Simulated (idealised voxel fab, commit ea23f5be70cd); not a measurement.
Name of the process module below: voxel double patterning
Section shown: cut. Width: 280 nm. Cell size: 5 nm, square.
How to read a cross-section here: the picture is a grid of square cells, written as bands going from the top down, and any band can span one or more rows of cells.
In this notation a band is specified by the heights of its top and bottom, in that order and in nm, after which its materials appear from left to right, each paired with its width in nm. The word "throughout" attached to a single material means that material fills the band from edge to edge; the word "empty" stands for empty space.
Zero point of the height axis is 0; under it, received wafer = one material. Lowest band: continues down indefinitely, "0..down".
Graded width ("30..40"): value in top row of band = first number; value in bottom row = second number; row-to-row change constant.
When a step is marked "nothing was modified", none of the cells in the cross-section changed during that step.
Enclosed internal cavities: empty space of 8 cells or more with no open way to the top, each as width x height at its distance from the left edge, in nm
On a step's line, text after the settings is the simulator commenting on that step.
Each step line may optionally specify "overlay nm", which for a step with a mask gives the rightward distance between the mask's planned place and where it lay, a negative value indicating the leftward direction.
These are the steps we planned for the process:
1,RECEIVE,material Si
2,CONFORMAL_DEP,material SiO2,thk nm 5
3,DIRECTIONAL_DEP,material W,thk nm 10
4,DIRECTIONAL_DEP,material SiN,thk nm 10
5,MASKED_ETCH,tone open,mask id FIRST,width nm 15,pitch nm 50,etch materials SiN,depth nm 10,overlay nm 0
6,PATTERN,tone open,mask id SECOND,material resist,width nm 15,pitch nm 50,thk nm 15,overlay nm 0
7,DIRECTIONAL_ETCH,etch materials SiN,depth nm 10
8,STRIP,etch materials resist
9,DIRECTIONAL_ETCH,etch materials W,depth nm 10
10,STRIP,etch materials SiN
First wafer out of two, processed as planned:
Cross-sectional view of the wafer in its as-received condition, corresponding to the state after step 1:
* 0..down = Si throughout
* Enclosed internal cavities: none
Upon completion of step 2, the wafer appears in cross-section as shown:
* 5..0 = SiO2 throughout
* Lower than 0, everything is as it was.
Upon completion of step 3, the wafer appears in cross-section as shown:
* 15..5 = W throughout
* Lower than 5, everything is as it was.
Upon completion of step 4, the wafer appears in cross-section as shown:
* 25..15 = SiN throughout
* Lower than 15, everything is as it was.
Upon completion of step 5, the wafer appears in cross-section as shown:
* 25..15 = 80 SiN, then 15 empty, then 35 SiN, then 15 empty, then 35 SiN, then 15 empty, then 85 SiN
* Lower than 15, everything is as it was.
Upon completion of step 6, the wafer appears in cross-section as shown:
* 40..25 = 105 resist, then 15 empty, then 35 resist, then 15 empty, then 110 resist
* 25..15 = 80 SiN, then 15 resist, then 35 SiN, then 15 resist, then 35 SiN, then 15 resist, then 85 SiN
* Lower than 15, everything is as it was.
Upon completion of step 7, the wafer appears in cross-section as shown:
* 40..25 = 105 resist, then 15 empty, then 35 resist, then 15 empty, then 110 resist
* 25..15 = 80 SiN, then 15 resist, then 10 SiN, then 15 empty, then 10 SiN, then 15 resist, then 10 SiN, then 15 empty, then 10 SiN, then 15 resist, then 85 SiN
* Lower than 15, everything is as it was.
Upon completion of step 8, the wafer appears in cross-section as shown:
* 25..15 = 80 SiN, then 15 empty, then 10 SiN, then 15 empty, then 10 SiN, then 15 empty, then 10 SiN, then 15 empty, then 10 SiN, then 15 empty, then 85 SiN
* Lower than 15, everything is as it was.
Upon completion of step 9, the wafer appears in cross-section as shown:
* 25..15 = 80 SiN, then 15 empty, then 10 SiN, then 15 empty, then 10 SiN, then 15 empty, then 10 SiN, then 15 empty, then 10 SiN, then 15 empty, then 85 SiN
* 15..5 = 80 W, then 15 empty, then 10 W, then 15 empty, then 10 W, then 15 empty, then 10 W, then 15 empty, then 10 W, then 15 empty, then 85 W
* Lower than 5, everything is as it was.
Upon completion of step 10, the wafer appears in cross-section as shown:
* 15..5 = 80 W, then 15 empty, then 10 W, then 15 empty, then 10 W, then 15 empty, then 10 W, then 15 empty, then 10 W, then 15 empty, then 85 W
* Lower than 5, everything is as it was.
The remaining wafer, second of the two, started like the first and was run to the same plan, except that one mistake was made along the way; the two coincide through step 1, inclusive:
Here is the second wafer in cross-section at the point where step 2 of the plan should have been done:
* 15..0 = SiO2 throughout
* Lower than 0, everything is as it was.
Here is the second wafer in cross-section at the point where step 3 of the plan should have been done:
* 25..15 = W throughout
* Lower than 15, everything is as it was.
Here is the second wafer in cross-section at the point where step 4 of the plan should have been done:
* 35..25 = SiN throughout
* Lower than 25, everything is as it was.
Here is the second wafer in cross-section at the point where step 5 of the plan should have been done:
* 35..25 = 80 SiN, then 15 empty, then 35 SiN, then 15 empty, then 35 SiN, then 15 empty, then 85 SiN
* Lower than 25, everything is as it was.
Here is the second wafer in cross-section at the point where step 6 of the plan should have been done:
* 50..35 = 105 resist, then 15 empty, then 35 resist, then 15 empty, then 110 resist
* 35..25 = 80 SiN, then 15 resist, then 35 SiN, then 15 resist, then 35 SiN, then 15 resist, then 85 SiN
* Lower than 25, everything is as it was.
Here is the second wafer in cross-section at the point where step 7 of the plan should have been done:
* 50..35 = 105 resist, then 15 empty, then 35 resist, then 15 empty, then 110 resist
* 35..25 = 80 SiN, then 15 resist, then 10 SiN, then 15 empty, then 10 SiN, then 15 resist, then 10 SiN, then 15 empty, then 10 SiN, then 15 resist, then 85 SiN
* Lower than 25, everything is as it was.
Here is the second wafer in cross-section at the point where step 8 of the plan should have been done:
* 35..25 = 80 SiN, then 15 empty, then 10 SiN, then 15 empty, then 10 SiN, then 15 empty, then 10 SiN, then 15 empty, then 10 SiN, then 15 empty, then 85 SiN
* Lower than 25, everything is as it was.
Here is the second wafer in cross-section at the point where step 9 of the plan should have been done:
* 35..25 = 80 SiN, then 15 empty, then 10 SiN, then 15 empty, then 10 SiN, then 15 empty, then 10 SiN, then 15 empty, then 10 SiN, then 15 empty, then 85 SiN
* 25..15 = 80 W, then 15 empty, then 10 W, then 15 empty, then 10 W, then 15 empty, then 10 W, then 15 empty, then 10 W, then 15 empty, then 85 W
* Lower than 15, everything is as it was.
Here is the second wafer in cross-section at the point where step 10 of the plan should have been done:
* 25..15 = 80 W, then 15 empty, then 10 W, then 15 empty, then 10 W, then 15 empty, then 10 W, then 15 empty, then 10 W, then 15 empty, then 85 W
* Lower than 15, everything is as it was.
Finding, execution versus plan: off-plan run, step 2, actual operation and settings CONFORMAL_DEP,material SiO2,thk nm 15
Final wafer comparison in cells, second versus first, more or fewer per material: SiO2 +112
